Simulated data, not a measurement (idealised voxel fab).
The following process module bears the name voxel wiring stack.
Section cut is 290 nm wide and gridded with 5 nm square cells.
Think of the cross-section as a grid of square cells. We describe it in bands, top to bottom, and each band covers one or more rows of those cells. Read a band's entry like this: the first values are the height of its top and the height of its bottom in nm, and what follows is the sequence of materials from left to right, each with its width in nm. Note that "air" is empty space, and that a single material marked "throughout" reaches across the band from edge to edge. Convention: height 0 is the level below which the wafer, as received, is all one material. The lowest band does not terminate at the bottom but continues downward, represented as "top 0, no bottom". The expression "30 to 40" gives the width at the extremes of the band, the first number at its top row of cells and the second at its bottom row, with the width changing by equal amounts from each row to the next in between. Take "no modifications" at face value: in the step it is given for, the cross-section changed in none of its cells. The list in "Completely enclosed voids" covers empty spaces of 8 cells or more that cannot reach the top through any open way, and it gives each as width x height at distance; the distance is from the left edge, and width, height and distance are in nm. Step line, after settings: the simulator's comment on this step. If you see "overlay nm" on a step's line and that step has a mask, it's telling you how far right of where it was planned the mask ended up; a negative number means it went left instead.
# Below is the list of planned process steps
1) RECEIVE,material Si
2) CONFORMAL_DEP,material SiO2,thk nm 10
3) CONFORMAL_DEP,material SiN,thk nm 5
4) DIRECTIONAL_DEP,material lowk,thk nm 15
5) MASKED_ETCH,tone open,mask id METAL_1,width nm 20,pitch nm 50,etch materials lowk,depth nm 15,overlay nm 0
6) MASKED_ETCH,tone open,mask id METAL_1,width nm 20,pitch nm 50,etch materials SiN,depth nm 5,overlay nm 0
7) CONFORMAL_DEP,material TiN,thk nm 5
8) FILL_DEP,material Cu,thk nm 5
9) CMP,height nm 30
10) CONFORMAL_DEP,material SiCN,thk nm 5
11) DIRECTIONAL_DEP,material SiO2,thk nm 30
12) PATTERN,tone open,mask id METAL_2_HOLES,material resist,width nm 15,pitch nm 50,thk nm 15,overlay nm 0
13) DIRECTIONAL_ETCH,etch materials SiO2,depth nm 30
14) STRIP,etch materials resist
15) MASKED_ETCH,tone open,mask id METAL_2,width nm 20,pitch nm 50,etch materials SiO2,depth nm 15,overlay nm 0
16) MASKED_ETCH,tone open,mask id METAL_2,width nm 20,pitch nm 50,etch materials SiCN,depth nm 5,overlay nm 0
17) CONFORMAL_DEP,material TiN,thk nm 5
18) FILL_DEP,material Cu,thk nm 5
19) CMP,height nm 65
20) CONFORMAL_DEP,material SiCN,thk nm 5
# as received, after step 1
  top 0, no bottom  Si throughout
  Completely enclosed voids: none
# First of two wafers: cross-section at end of module, run per plan
  top 70, bottom 65  SiCN throughout
  top 65, bottom 55  60 of SiO2, 5 of TiN, 10 of Cu, 5 of TiN, 30 of SiO2, 5 of TiN, 10 of Cu, 5 of TiN, 30 of SiO2, 5 of TiN, 10 of Cu, 5 of TiN, 30 of SiO2, 5 of TiN, 10 of Cu, 5 of TiN, 60 of SiO2
  top 55, bottom 50  60 of SiO2, 5 of TiN, 5 of Cu, 10 of TiN, 30 of SiO2, 5 of TiN, 5 of Cu, 10 of TiN, 30 of SiO2, 5 of TiN, 5 of Cu, 10 of TiN, 30 of SiO2, 5 of TiN, 5 of Cu, 10 of TiN, 60 of SiO2
  top 50, bottom 35  60 of SiO2, 5 of TiN, 5 of Cu, 5 of TiN, 35 of SiO2, 5 of TiN, 5 of Cu, 5 of TiN, 35 of SiO2, 5 of TiN, 5 of Cu, 5 of TiN, 35 of SiO2, 5 of TiN, 5 of Cu, 5 of TiN, 65 of SiO2
  top 35, bottom 30  60 of SiCN, 15 of TiN, 35 of SiCN, 15 of TiN, 35 of SiCN, 15 of TiN, 35 of SiCN, 15 of TiN, 65 of SiCN
  top 30, bottom 15  60 of lowk, 5 of TiN, 10 of Cu, 5 of TiN, 30 of lowk, 5 of TiN, 10 of Cu, 5 of TiN, 30 of lowk, 5 of TiN, 10 of Cu, 5 of TiN, 30 of lowk, 5 of TiN, 10 of Cu, 5 of TiN, 60 of lowk
  top 15, bottom 10  60 of SiN, 20 of TiN, 30 of SiN, 20 of TiN, 30 of SiN, 20 of TiN, 30 of SiN, 20 of TiN, 60 of SiN
  top 10, bottom 0  SiO2 throughout
  top 0, no bottom  Si throughout
  Completely enclosed voids: none
# Cross-sectional view of the second of two wafers upon completion of the module. This wafer shared its starting condition and process plan with the first; one error was made during its execution
  top 70, bottom 65  SiCN throughout
  top 65, bottom 55  60 of SiO2, 5 of TiN, 10 of Cu, 5 of TiN, 30 of SiO2, 5 of TiN, 10 of Cu, 5 of TiN, 30 of SiO2, 5 of TiN, 10 of Cu, 5 of TiN, 30 of SiO2, 5 of TiN, 10 of Cu, 5 of TiN, 60 of SiO2
  top 55, bottom 50  60 of SiO2, 5 of TiN, 5 of Cu, 10 of TiN, 30 of SiO2, 5 of TiN, 5 of Cu, 10 of TiN, 30 of SiO2, 5 of TiN, 5 of Cu, 10 of TiN, 30 of SiO2, 5 of TiN, 5 of Cu, 10 of TiN, 60 of SiO2
  top 50, bottom 40  60 of SiO2, 5 of TiN, 5 of Cu, 5 of TiN, 35 of SiO2, 5 of TiN, 5 of Cu, 5 of TiN, 35 of SiO2, 5 of TiN, 5 of Cu, 5 of TiN, 35 of SiO2, 5 of TiN, 5 of Cu, 5 of TiN, 65 of SiO2
  top 40, bottom 35  60 of SiO2, 15 of TiN, 35 of SiO2, 15 of TiN, 35 of SiO2, 15 of TiN, 35 of SiO2, 15 of TiN, 65 of SiO2
  top 35, bottom 30  60 of SiCN, 10 of TiN, 40 of SiCN, 10 of TiN, 40 of SiCN, 10 of TiN, 40 of SiCN, 10 of TiN, 70 of SiCN
  top 30, bottom 15  60 of lowk, 5 of TiN, 10 of Cu, 5 of TiN, 30 of lowk, 5 of TiN, 10 of Cu, 5 of TiN, 30 of lowk, 5 of TiN, 10 of Cu, 5 of TiN, 30 of lowk, 5 of TiN, 10 of Cu, 5 of TiN, 60 of lowk
  top 15, bottom 10  60 of SiN, 20 of TiN, 30 of SiN, 20 of TiN, 30 of SiN, 20 of TiN, 30 of SiN, 20 of TiN, 60 of SiN
  top 10, bottom 0  SiO2 throughout
  top 0, no bottom  Si throughout
  Completely enclosed voids: none
Run error: step 16, actual vs plan mismatch, actual run MASKED_ETCH,tone open,mask id METAL_2,width nm 20,pitch nm 50,etch materials SiCN,depth nm 5,overlay nm -10
Final wafer comparison in cells, second versus first, more or fewer per material: -4 Cu; +4 SiCN
